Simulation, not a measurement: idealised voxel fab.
You're looking at the process module voxel capacitor over wiring.
150 nm wide, 5 nm square cells: that's cross-section cut.
Reading order for cross-sections: top band down to bottom band. Underlying form: a grid of square cells. Band size: one or more rows of cells.
Band: top height; bottom height; in nm. Then, left to right: material with width in nm, for each material. "full width": a single material spanning edge to edge. "empty": empty space.
Heads up on the height convention: 0 is the point under which the incoming wafer is all one material, and the lowest band has no bottom, it just keeps going down, like "z 0 and below".
Note: "30 to 40" means the width goes from the first number (top row of the band) to the second number (bottom row) in equal steps per row of cells.
Given "no modifications" for a step, no cell of the cross-section differs between before and after that step.
Each empty space that has no open way to the top and spans at least 8 cells appears under "Sealed internal voids" as width x height at distance, the distance counted from the left edge, all in nm.
Step line, after settings: the simulator's comment on this step.
Each step line may optionally specify "overlay nm", which for a step with a mask gives the rightward distance between the mask's planned place and where it lay, a negative value indicating the leftward direction.
Reading guide: pairs of cross-sections, before and after one process step; after view cut off at lowest changed band; step and settings listed under each pair. Pairs may stem from different runs of this module on the same starting wafer; continuity with the pair above only where the "Pre-processing view" entry states it.

Pre-processing view
  z 90 to 70 = SiO2 full width
  z 70 to 65 = SiO2=30 / TiN=60 / SiO2=60
  z 65 to 60 = SiO2=30 / Al2O3=60 / SiO2=60
  z 60 to 50 = SiO2=25 / TiN=70 / SiO2=55
  z 50 to 40 = SiO2=30 / Ru=15 / SiO2=105
  z 40 to 35 = SiCN=30 / Ru=15 / SiCN=105
  z 35 to 20 = lowk=25 / Ru=20 / lowk=55 / Ru=20 / lowk=30
  z 20 to 15 = lowk=25 / TiN=30 / lowk=45 / TiN=30 / lowk=20
  z 15 to 0 = SiO2 full width
  z 0 and below = Si full width
  Sealed internal voids: none

Post-Step Section View
  z 85 to 70 = SiO2 full width
  Everything under 70 stays put, no change at all.
  Sealed internal voids: none
Relating the two cross-sections above, the step in between is CMP,height nm 85

Pre-processing view: the cross-section after the pair above

Post-Step Section View
  z 85 to 70 = SiO2=40 / empty=15 / SiO2=95
  Everything under 70 stays put, no change at all.
  Sealed internal voids: none
Relating the two cross-sections above, the step in between is MASKED_ETCH,tone open,mask id PLUG_2,width nm 15,etch materials SiO2,depth nm 15,overlay nm 0

Pre-processing view: the cross-section after the pair above

Post-Step Section View
  z 90 to 85 = TiN=45 / empty=5 / TiN=100
  z 85 to 75 = SiO2=40 / TiN=5 / empty=5 / TiN=5 / SiO2=95
  z 75 to 65 = SiO2=40 to 30 / TiN=15 to 60 / SiO2=95 to 60
  Everything under 65 stays put, no change at all.
  Sealed internal voids: none
Relating the two cross-sections above, the step in between is CONFORMAL_DEP,material TiN,thk nm 5

Pre-processing view: the cross-section after the pair above

Post-Step Section View
  z 100 to 90 = W full width
  z 90 to 85 = TiN=45 / W=5 / TiN=100
  z 85 to 75 = SiO2=40 / TiN=5 / W=5 / TiN=5 / SiO2=95
  Everything under 75 stays put, no change at all.
  Sealed internal voids: none
Relating the two cross-sections above, the step in between is FILL_DEP,material W,thk nm 10

Pre-processing view: the cross-section after the pair above

Post-Step Section View
  z 85 to 75 = SiO2=40 / TiN=5 / W=5 / TiN=5 / SiO2=95
  Everything under 75 stays put, no change at all.
  Sealed internal voids: none
Relating the two cross-sections above, the step in between is CMP,height nm 85

Pre-processing view: the cross-section after the pair above

Post-Step Section View
  z 90 to 85 = SiN full width
  Everything under 85 stays put, no change at all.
  Sealed internal voids: none
Relating the two cross-sections above, the step in between is CONFORMAL_DEP,material SiN,thk nm 5

Pre-processing view
  z 70 to 65 = empty=30 / TiN=60 / empty=60
  z 65 to 60 = empty=30 / Al2O3=60 / empty=60
  z 60 to 50 = TiN full width
  z 50 to 40 = SiO2=30 / Ru=15 / SiO2=105
  z 40 to 35 = SiCN=30 / Ru=15 / SiCN=105
  z 35 to 20 = lowk=25 / Ru=20 / lowk=55 / Ru=20 / lowk=30
  z 20 to 15 = lowk=25 / TiN=20 / lowk=55 / TiN=20 / lowk=30
  z 15 to 0 = SiO2 full width
  z 0 and below = Si full width
  Sealed internal voids: none

Post-Step Section View
  z 85 to 75 = empty=30 / SiN=60 / empty=60
  z 75 to 70 = SiN full width
  z 70 to 65 = SiN=30 / TiN=60 / SiN=60
  z 65 to 60 = SiN=30 / Al2O3=60 / SiN=60
  Everything under 60 stays put, no change at all.
  Sealed internal voids: none
Relating the two cross-sections above, the step in between is DIRECTIONAL_DEP,material SiN,thk nm 15

Pre-processing view: the cross-section after the pair above

Post-Step Section View
  z 115 to 85 = empty=25 / resist=70 / empty=55
  z 85 to 75 = empty=25 / resist=5 / SiN=60 / resist=5 / empty=55
  Everything under 75 stays put, no change at all.
  Sealed internal voids: none
Relating the two cross-sections above, the step in between is PATTERN,tone cover,mask id LOWER_PLATE,material resist,width nm 70,thk nm 30,overlay nm 0

Pre-processing view: the cross-section after the pair above

Post-Step Section View
  z 100 to 85 = empty=25 / resist=70 / empty=55
  Everything under 85 stays put, no change at all.
  Sealed internal voids: none
Relating the two cross-sections above, the step in between is DIRECTIONAL_ETCH,etch materials aC,depth nm 15

Pre-processing view: the cross-section after the pair above

Post-Step Section View
  z 85 to 75 = empty=30 / SiN=60 / empty=60
  Everything under 75 stays put, no change at all.
  Sealed internal voids: none
Relating the two cross-sections above, the step in between is STRIP,etch materials resist

Pre-processing view: the cross-section after the pair above

Post-Step Section View
  z 105 to 85 = SiO2 full width
  z 85 to 75 = SiO2=30 / SiN=60 / SiO2=60
  Everything under 75 stays put, no change at all.
  Sealed internal voids: none
Relating the two cross-sections above, the step in between is FILL_DEP,material SiO2,thk nm 20

Pre-processing view: the cross-section after the pair above

Post-Step Section View
  z 85 to 75 = SiO2=30 / SiN=60 / SiO2=60
  Everything under 75 stays put, no change at all.
  Sealed internal voids: none
Relating the two cross-sections above, the step in between is CMP,height nm 85

Pre-processing view: the cross-section after the pair above

Post-Step Section View
  z 90 to 85 = TiN full width
  Everything under 85 stays put, no change at all.
  Sealed internal voids: none
Relating the two cross-sections above, the step in between is CONFORMAL_DEP,material TiN,thk nm 5

Pre-processing view: the cross-section after the pair above

Post-Step Section View
  z 100 to 90 = W full width
  Everything under 90 stays put, no change at all.
  Sealed internal voids: none
Relating the two cross-sections above, the step in between is FILL_DEP,material W,thk nm 10

Pre-processing view: the cross-section after the pair above

Post-Step Section View
  z 85 to 75 = SiO2=30 / SiN=60 / SiO2=60
  Everything under 75 stays put, no change at all.
  Sealed internal voids: none
Relating the two cross-sections above, the step in between is CMP,height nm 85

Pre-processing view: the cross-section after the pair above

Post-Step Section View
  z 90 to 85 = SiN full width
  Everything under 85 stays put, no change at all.
  Sealed internal voids: none
Relating the two cross-sections above, the step in between is CONFORMAL_DEP,material SiN,thk nm 5

Pre-processing view
  z 60 to 50 = aC full width
  z 50 to 40 = SiO2 full width
  z 40 to 35 = SiCN full width
  z 35 to 20 = lowk=25 / Ru=20 / lowk=55 / Ru=20 / lowk=30
  z 20 to 15 = lowk=25 / TiN=20 / lowk=55 / TiN=20 / lowk=30
  z 15 to 0 = SiO2 full width
  z 0 and below = Si full width
  Sealed internal voids: none

Post-Step Section View
  z 90 to 60 = empty=30 / resist=15 / empty=105
  Everything under 60 stays put, no change at all.
  Sealed internal voids: none
Relating the two cross-sections above, the step in between is PATTERN,tone cover,mask id PLUG_1,material resist,width nm 15,thk nm 30,overlay nm 0

Pre-processing view: the cross-section after the pair above

Post-Step Section View
  z 80 to 60 = empty=30 / resist=15 / empty=105
  z 60 to 50 = empty=30 / aC=15 / empty=105
  Everything under 50 stays put, no change at all.
  Sealed internal voids: none
Relating the two cross-sections above, the step in between is DIRECTIONAL_ETCH,etch materials aC,depth nm 10

Pre-processing view: the cross-section after the pair above

Post-Step Section View
  z 60 to 50 = empty=30 / aC=15 / empty=105
  Everything under 50 stays put, no change at all.
  Sealed internal voids: none
Relating the two cross-sections above, the step in between is STRIP,etch materials resist

Pre-processing view: the cross-section after the pair above

Post-Step Section View
  z 60 to 50 = empty=30 / aC=15 / empty=105
  z 50 to 40 = empty=30 / SiO2=15 / empty=105
  Everything under 40 stays put, no change at all.
  Sealed internal voids: none
Relating the two cross-sections above, the step in between is DIRECTIONAL_ETCH,etch materials SiO2,depth nm 10

Pre-processing view: the cross-section after the pair above

Post-Step Section View
  z 60 to 50 = empty=30 / aC=15 / empty=105
  z 50 to 40 = empty=30 / SiO2=15 / empty=105
  z 40 to 35 = empty=30 / SiCN=15 / empty=105
  Everything under 35 stays put, no change at all.
  Sealed internal voids: none
Relating the two cross-sections above, the step in between is DIRECTIONAL_ETCH,etch materials SiCN,depth nm 5

Pre-processing view: the cross-section after the pair above

Post-Step Section View
  z 50 to 40 = empty=30 / SiO2=15 / empty=105
  Everything under 40 stays put, no change at all.
  Sealed internal voids: none
Relating the two cross-sections above, the step in between is STRIP,etch materials aC

Pre-processing view: the cross-section after the pair above

Post-Step Section View
  z 50 to 45 = empty=30 / SiO2=15 / empty=105
  z 45 to 40 = empty=15 / Ru=15 / SiO2=15 / empty=45 / Ru=40 / empty=20
  z 40 to 35 = empty=15 / Ru=15 / SiCN=15 / empty=45 / Ru=40 / empty=20
  Everything under 35 stays put, no change at all.
  Sealed internal voids: none
Relating the two cross-sections above, the step in between is EPI,material Ru,thk nm 10

Pre-processing view: the cross-section after the pair above

Post-Step Section View
  z 50 to 40 = empty=10 / Ru=20 / SiO2=15 / empty=40 / Ru=50 / empty=15
  z 40 to 35 = empty=10 / Ru=20 / SiCN=15 / empty=40 / Ru=50 / empty=15
  Everything under 35 stays put, no change at all.
  Sealed internal voids: none
Relating the two cross-sections above, the step in between is EPI,material Ru,thk nm 5

Pre-processing view: the cross-section after the pair above

Post-Step Section View
  z 60 to 50 = empty=10 / TiN=35 / empty=40 / TiN=50 / empty=15
  z 50 to 45 = empty=10 / Ru=20 / SiO2=15 / empty=40 / Ru=50 / empty=15
  z 45 to 40 = TiN=10 / Ru=20 / SiO2=15 / TiN=40 / Ru=50 / TiN=15
  z 40 to 35 = TiN=10 / Ru=20 / SiCN=15 / TiN=40 / Ru=50 / TiN=15
  Everything under 35 stays put, no change at all.
  Sealed internal voids: none
Relating the two cross-sections above, the step in between is DIRECTIONAL_DEP,material TiN,thk nm 10

Pre-processing view: the cross-section after the pair above

Post-Step Section View
  z 65 to 60 = empty=10 / Al2O3=35 / empty=40 / Al2O3=50 / empty=15
  z 60 to 50 = empty=10 / TiN=35 / empty=40 / TiN=50 / empty=15
  z 50 to 45 = Al2O3=10 / Ru=20 / SiO2=15 / Al2O3=40 / Ru=50 / Al2O3=15
  Everything under 45 stays put, no change at all.
  Sealed internal voids: none
Relating the two cross-sections above, the step in between is DIRECTIONAL_DEP,material Al2O3,thk nm 5

Pre-processing view: the cross-section after the pair above

Post-Step Section View
  z 70 to 65 = empty=10 / TiN=35 / empty=40 / TiN=50 / empty=15
  z 65 to 60 = empty=10 / Al2O3=35 / empty=40 / Al2O3=50 / empty=15
  z 60 to 55 = empty=10 / TiN=35 / empty=40 / TiN=50 / empty=15
  z 55 to 50 = TiN full width
  Everything under 50 stays put, no change at all.
  Sealed internal voids: none
Relating the two cross-sections above, the step in between is DIRECTIONAL_DEP,material TiN,thk nm 5

Pre-processing view: the cross-section after the pair above

Post-Step Section View
  z 80 to 70 = empty=10 / aC=35 / empty=40 / aC=50 / empty=15
  z 70 to 65 = empty=10 / TiN=35 / empty=40 / TiN=50 / empty=15
  z 65 to 60 = aC=10 / Al2O3=35 / aC=40 / Al2O3=50 / aC=15
  z 60 to 55 = aC=10 / TiN=35 / aC=40 / TiN=50 / aC=15
  Everything under 55 stays put, no change at all.
  Sealed internal voids: none
Relating the two cross-sections above, the step in between is DIRECTIONAL_DEP,material aC,thk nm 10

Pre-processing view: the cross-section after the pair above

Post-Step Section View
  z 105 to 80 = empty=30 / resist=60 / empty=60
  z 80 to 70 = empty=10 / aC=35 / resist=40 / aC=50 / empty=15
  z 70 to 65 = empty=10 / TiN=35 / resist=40 / TiN=50 / empty=15
  Everything under 65 stays put, no change at all.
  Sealed internal voids: none
Relating the two cross-sections above, the step in between is PATTERN,tone cover,mask id UPPER_PLATE,material resist,width nm 60,thk nm 25,overlay nm 0

Pre-processing view: the cross-section after the pair above

Post-Step Section View
  z 95 to 80 = empty=30 / resist=60 / empty=60
  z 80 to 70 = empty=30 / aC=15 / resist=40 / aC=5 / empty=60
  z 70 to 65 = empty=10 / TiN=35 / resist=40 / TiN=50 / empty=15
  z 65 to 60 = empty=10 / Al2O3=35 / aC=40 / Al2O3=50 / empty=15
  z 60 to 55 = empty=10 / TiN=35 / aC=40 / TiN=50 / empty=15
  Everything under 55 stays put, no change at all.
  Sealed internal voids: none
Relating the two cross-sections above, the step in between is DIRECTIONAL_ETCH,etch materials aC,depth nm 10

Pre-processing view: the cross-section after the pair above

Post-Step Section View
  z 80 to 70 = empty=30 / aC=15 / empty=40 / aC=5 / empty=60
  z 70 to 65 = empty=10 / TiN=35 / empty=40 / TiN=50 / empty=15
  Everything under 65 stays put, no change at all.
  Sealed internal voids: none
Relating the two cross-sections above, the step in between is STRIP,etch materials resist

Pre-processing view: the cross-section after the pair above

Post-Step Section View
  z 80 to 70 = empty=30 / aC=15 / empty=40 / aC=5 / empty=60
  z 70 to 65 = empty=30 / TiN=15 / empty=40 / TiN=5 / empty=60
  z 65 to 60 = empty=10 / Al2O3=35 / aC=40 / Al2O3=50 / empty=15
  z 60 to 55 = empty=10 / TiN=35 / aC=40 / TiN=50 / empty=15
  z 55 to 50 = empty=10 / TiN=125 / empty=15
  Everything under 50 stays put, no change at all.
  Sealed internal voids: none
Relating the two cross-sections above, the step in between is DIRECTIONAL_ETCH,etch materials TiN,depth nm 5

Pre-processing view: the cross-section after the pair above

Post-Step Section View
  z 80 to 70 = empty=30 / aC=15 / empty=40 / aC=5 / empty=60
  z 70 to 65 = empty=30 / TiN=15 / empty=40 / TiN=5 / empty=60
  z 65 to 60 = empty=30 / Al2O3=15 / aC=40 / Al2O3=5 / empty=60
  z 60 to 55 = empty=10 / TiN=35 / aC=40 / TiN=50 / empty=15
  z 55 to 50 = empty=10 / TiN=125 / empty=15
  z 50 to 45 = empty=10 / Ru=20 / SiO2=15 / Al2O3=40 / Ru=50 / empty=15
  Everything under 45 stays put, no change at all.
  Sealed internal voids: none
Relating the two cross-sections above, the step in between is DIRECTIONAL_ETCH,etch materials Al2O3,depth nm 5

Pre-processing view: the cross-section after the pair above

Post-Step Section View
  z 70 to 65 = empty=30 / TiN=15 / empty=40 / TiN=5 / empty=60
  z 65 to 60 = empty=30 / Al2O3=15 / empty=40 / Al2O3=5 / empty=60
  z 60 to 55 = empty=10 / TiN=35 / empty=40 / TiN=50 / empty=15
  Everything under 55 stays put, no change at all.
  Sealed internal voids: none
Relating the two cross-sections above, the step in between is STRIP,etch materials aC

Pre-processing view: the cross-section after the pair above

Post-Step Section View
  z 85 to 75 = empty=30 / aC=15 / empty=40 / aC=5 / empty=60
  z 75 to 70 = empty=10 / aC=35 / empty=40 / aC=50 / empty=15
  z 70 to 65 = empty=10 / aC=20 / TiN=15 / aC=40 / TiN=5 / aC=45 / empty=15
  z 65 to 60 = empty=10 / aC=20 / Al2O3=15 / aC=40 / Al2O3=5 / aC=45 / empty=15
  z 60 to 55 = aC=10 / TiN=35 / aC=40 / TiN=50 / aC=15
  z 55 to 50 = aC=10 / TiN=125 / aC=15
  z 50 to 45 = aC=10 / Ru=20 / SiO2=15 / Al2O3=40 / Ru=50 / aC=15
  Everything under 45 stays put, no change at all.
  Sealed internal voids: none
Relating the two cross-sections above, the step in between is DIRECTIONAL_DEP,material aC,thk nm 15

Pre-processing view: the cross-section after the pair above

Post-Step Section View
  z 115 to 85 = empty=25 / resist=70 / empty=55
  z 85 to 75 = empty=25 / resist=5 / aC=15 / resist=40 / aC=5 / resist=5 / empty=55
  z 75 to 70 = empty=10 / aC=35 / resist=40 / aC=50 / empty=15
  Everything under 70 stays put, no change at all.
  Sealed internal voids: none
Relating the two cross-sections above, the step in between is PATTERN,tone cover,mask id LOWER_PLATE,material resist,width nm 70,thk nm 30,overlay nm 0

Pre-processing view: the cross-section after the pair above

Post-Step Section View
  z 100 to 85 = empty=25 / resist=70 / empty=55
  z 85 to 75 = empty=25 / resist=5 / aC=15 / resist=40 / aC=5 / resist=5 / empty=55
  z 75 to 70 = empty=25 / aC=20 / resist=40 / aC=10 / empty=55
  z 70 to 65 = empty=25 / aC=5 / TiN=15 / aC=40 / TiN=5 / aC=5 / empty=55
  z 65 to 60 = empty=25 / aC=5 / Al2O3=15 / aC=40 / Al2O3=5 / aC=5 / empty=55
  z 60 to 55 = empty=10 / TiN=35 / aC=40 / TiN=50 / empty=15
  z 55 to 50 = empty=10 / TiN=125 / empty=15
  z 50 to 45 = empty=10 / Ru=20 / SiO2=15 / Al2O3=40 / Ru=50 / empty=15
  Everything under 45 stays put, no change at all.
  Sealed internal voids: none
Relating the two cross-sections above, the step in between is DIRECTIONAL_ETCH,etch materials aC,depth nm 15

Pre-processing view: the cross-section after the pair above

Post-Step Section View
  z 85 to 75 = empty=30 / aC=15 / empty=40 / aC=5 / empty=60
  z 75 to 70 = empty=25 / aC=20 / empty=40 / aC=10 / empty=55
  Everything under 70 stays put, no change at all.
  Sealed internal voids: none
Relating the two cross-sections above, the step in between is STRIP,etch materials resist

Pre-processing view: the cross-section after the pair above

Post-Step Section View
  z 85 to 75 = empty=30 / aC=15 / empty=40 / aC=5 / empty=60
  z 75 to 70 = empty=25 / aC=20 / empty=40 / aC=10 / empty=55
  z 70 to 65 = empty=25 / aC=5 / TiN=15 / aC=40 / TiN=5 / aC=5 / empty=55
  z 65 to 60 = empty=25 / aC=5 / Al2O3=15 / aC=40 / Al2O3=5 / aC=5 / empty=55
  z 60 to 55 = empty=25 / TiN=20 / aC=40 / TiN=10 / empty=55
  z 55 to 50 = empty=25 / TiN=70 / empty=55
  z 50 to 45 = empty=10 / Ru=20 / SiO2=15 / Al2O3=40 / Ru=50 / empty=15
  z 45 to 40 = empty=10 / Ru=20 / SiO2=15 / TiN=40 / Ru=50 / empty=15
  z 40 to 35 = empty=10 / Ru=20 / SiCN=15 / TiN=40 / Ru=50 / empty=15
  Everything under 35 stays put, no change at all.
  Sealed internal voids: none
Relating the two cross-sections above, the step in between is DIRECTIONAL_ETCH,etch materials TiN,depth nm 10

Pre-processing view: the cross-section after the pair above

Post-Step Section View
  z 70 to 65 = empty=30 / TiN=15 / empty=40 / TiN=5 / empty=60
  z 65 to 60 = empty=30 / Al2O3=15 / empty=40 / Al2O3=5 / empty=60
  z 60 to 55 = empty=25 / TiN=20 / empty=40 / TiN=10 / empty=55
  Everything under 55 stays put, no change at all.
  Sealed internal voids: none
Relating the two cross-sections above, the step in between is STRIP,etch materials aC

Pre-processing view: the cross-section after the pair above

Post-Step Section View
  z 90 to 70 = SiO2 full width
  z 70 to 65 = SiO2=30 / TiN=15 / SiO2=40 / TiN=5 / SiO2=60
  z 65 to 60 = SiO2=30 / Al2O3=15 / SiO2=40 / Al2O3=5 / SiO2=60
  z 60 to 55 = SiO2=25 / TiN=20 / SiO2=40 / TiN=10 / SiO2=55
  z 55 to 50 = SiO2=25 / TiN=70 / SiO2=55
  z 50 to 45 = SiO2=10 / Ru=20 / SiO2=15 / Al2O3=40 / Ru=50 / SiO2=15
  z 45 to 40 = SiO2=10 / Ru=20 / SiO2=15 / TiN=40 / Ru=50 / SiO2=15
  z 40 to 35 = SiO2=10 / Ru=20 / SiCN=15 / TiN=40 / Ru=50 / SiO2=15
  Everything under 35 stays put, no change at all.
  Sealed internal voids: none
Relating the two cross-sections above, the step in between is FILL_DEP,material SiO2,thk nm 20

Pre-processing view: the cross-section after the pair above

Post-Step Section View
  z 85 to 70 = SiO2 full width
  Everything under 70 stays put, no change at all.
  Sealed internal voids: none
Relating the two cross-sections above, the step in between is CMP,height nm 85

Pre-processing view: the cross-section after the pair above

Post-Step Section View
  z 85 to 70 = SiO2=40 / empty=15 / SiO2=95
  Everything under 70 stays put, no change at all.
  Sealed internal voids: none
Relating the two cross-sections above, the step in between is MASKED_ETCH,tone open,mask id PLUG_2,width nm 15,etch materials SiO2,depth nm 15,overlay nm 0

Pre-processing view: the cross-section after the pair above

Post-Step Section View
  z 90 to 85 = TiN=45 / empty=5 / TiN=100
  z 85 to 75 = SiO2=40 / TiN=5 / empty=5 / TiN=5 / SiO2=95
  z 75 to 70 = SiO2=40 / TiN=15 / SiO2=95
  Everything under 70 stays put, no change at all.
  Sealed internal voids: none
Relating the two cross-sections above, the step in between is CONFORMAL_DEP,material TiN,thk nm 5

Pre-processing view: the cross-section after the pair above

Post-Step Section View
  z 100 to 90 = W full width
  z 90 to 85 = TiN=45 / W=5 / TiN=100
  z 85 to 75 = SiO2=40 / TiN=5 / W=5 / TiN=5 / SiO2=95
  Everything under 75 stays put, no change at all.
  Sealed internal voids: none
Relating the two cross-sections above, the step in between is FILL_DEP,material W,thk nm 10

Pre-processing view: the cross-section after the pair above

Post-Step Section View
  z 85 to 75 = SiO2=40 / TiN=5 / W=5 / TiN=5 / SiO2=95
  Everything under 75 stays put, no change at all.
  Sealed internal voids: none
Relating the two cross-sections above, the step in between is CMP,height nm 85

Pre-processing view: the cross-section after the pair above

Post-Step Section View
  z 90 to 85 = SiN full width
  Everything under 85 stays put, no change at all.
  Sealed internal voids: none
Relating the two cross-sections above, the step in between is CONFORMAL_DEP,material SiN,thk nm 5
